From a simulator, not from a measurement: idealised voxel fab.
process module | voxel trench capacitor
cross-section cut | 195 nm wide | cells 5 nm
A cross-section is a grid of square cells, given in bands from the top down. A band is one or more rows of cells.
Each band's line starts with the height of the band's top and of its bottom, in nm. Then come its materials from left to right, each with its width in nm. One material with "throughout" fills the band from edge to edge. "air" is empty space.
Height 0 is the level under which the wafer as received is all one material. The lowest band goes on downwards, as in "0 down".
A width such as "30 to 40" changes by the same amount from each row of cells to the next, from the band's top row to its bottom row.
"no change" after a step means that no cell of the cross-section changed.
closed voids: empty space of 8 cells or more with no open way to the top, each as width x height at its distance from the left edge, in nm
after a step's settings: what the simulator itself notes on the step
overlay nm, on a step with a mask: how far to the right of its planned place the mask lay; to the left if negative
plan
1 op RECEIVE | material Si
2 op CONFORMAL_DEP | material SiN | thk nm 5
3 op DIRECTIONAL_DEP | material aC | thk nm 15
4 op PATTERN | tone open | mask id TRENCH | material resist | width nm 25 | pitch nm 50 | thk nm 30 | overlay nm 0
5 op DIRECTIONAL_ETCH | etch materials aC | depth nm 15
6 op STRIP | etch materials resist
7 op DIRECTIONAL_ETCH | etch materials SiN | depth nm 5
8 op DIRECTIONAL_ETCH | etch materials Si | depth nm 30
9 op STRIP | etch materials aC
10 op CONFORMAL_DEP | material Al2O3 | thk nm 5
11 op CONFORMAL_DEP | material TiN | thk nm 5
12 op FILL_DEP | material W | thk nm 10
13 op CMP | height nm 5
varied across the wafers: depth nm of step 8. The plan shows the first wafer's value. All wafers start alike
first wafer as received, after step 1
  0 down: Si throughout
  closed voids: none
first wafer at the end, after step 13
  5 to 0: SiN 35 | Al2O3 5 | TiN 5 | W 5 | TiN 5 | Al2O3 5 | SiN 25 | Al2O3 5 | TiN 5 | W 5 | TiN 5 | Al2O3 5 | SiN 25 | Al2O3 5 | TiN 5 | W 5 | TiN 5 | Al2O3 5 | SiN 35
  0 to -20: Si 35 | Al2O3 5 | TiN 5 | W 5 | TiN 5 | Al2O3 5 | Si 25 | Al2O3 5 | TiN 5 | W 5 | TiN 5 | Al2O3 5 | Si 25 | Al2O3 5 | TiN 5 | W 5 | TiN 5 | Al2O3 5 | Si 35
  -20 to -25: Si 35 | Al2O3 5 | TiN 15 | Al2O3 5 | Si 25 | Al2O3 5 | TiN 15 | Al2O3 5 | Si 25 | Al2O3 5 | TiN 15 | Al2O3 5 | Si 35
  -25 to -30: Si 35 | Al2O3 25 | Si 25 | Al2O3 25 | Si 25 | Al2O3 25 | Si 35
  -30 down: Si throughout
  closed voids: none
last wafer at the end
  5 to 0: SiN 35 | Al2O3 5 | TiN 5 | W 5 | TiN 5 | Al2O3 5 | SiN 25 | Al2O3 5 | TiN 5 | W 5 | TiN 5 | Al2O3 5 | SiN 25 | Al2O3 5 | TiN 5 | W 5 | TiN 5 | Al2O3 5 | SiN 35
  0 to -45: Si 35 | Al2O3 5 | TiN 5 | W 5 | TiN 5 | Al2O3 5 | Si 25 | Al2O3 5 | TiN 5 | W 5 | TiN 5 | Al2O3 5 | Si 25 | Al2O3 5 | TiN 5 | W 5 | TiN 5 | Al2O3 5 | Si 35
  -45 to -50: Si 35 | Al2O3 5 | TiN 15 | Al2O3 5 | Si 25 | Al2O3 5 | TiN 15 | Al2O3 5 | Si 25 | Al2O3 5 | TiN 15 | Al2O3 5 | Si 35
  -50 to -55: Si 35 | Al2O3 25 | Si 25 | Al2O3 25 | Si 25 | Al2O3 25 | Si 35
  -55 down: Si throughout
  closed voids: none
each wafer at the end: cells of each material gained (+) or lost (-) since it was received, then its closed voids
depth nm 30 | +51 Al2O3 | -90 Si | +24 SiN | +39 TiN | +15 W | closed voids: none
depth nm 35 | +57 Al2O3 | -105 Si | +24 SiN | +45 TiN | +18 W | closed voids: none
depth nm 40 | +63 Al2O3 | -120 Si | +24 SiN | +51 TiN | +21 W | closed voids: none
depth nm 45 | +69 Al2O3 | -135 Si | +24 SiN | +57 TiN | +24 W | closed voids: none
depth nm 50 | +75 Al2O3 | -150 Si | +24 SiN | +63 TiN | +27 W | closed voids: none
depth nm 55 | +81 Al2O3 | -165 Si | +24 SiN | +69 TiN | +30 W | closed voids: none
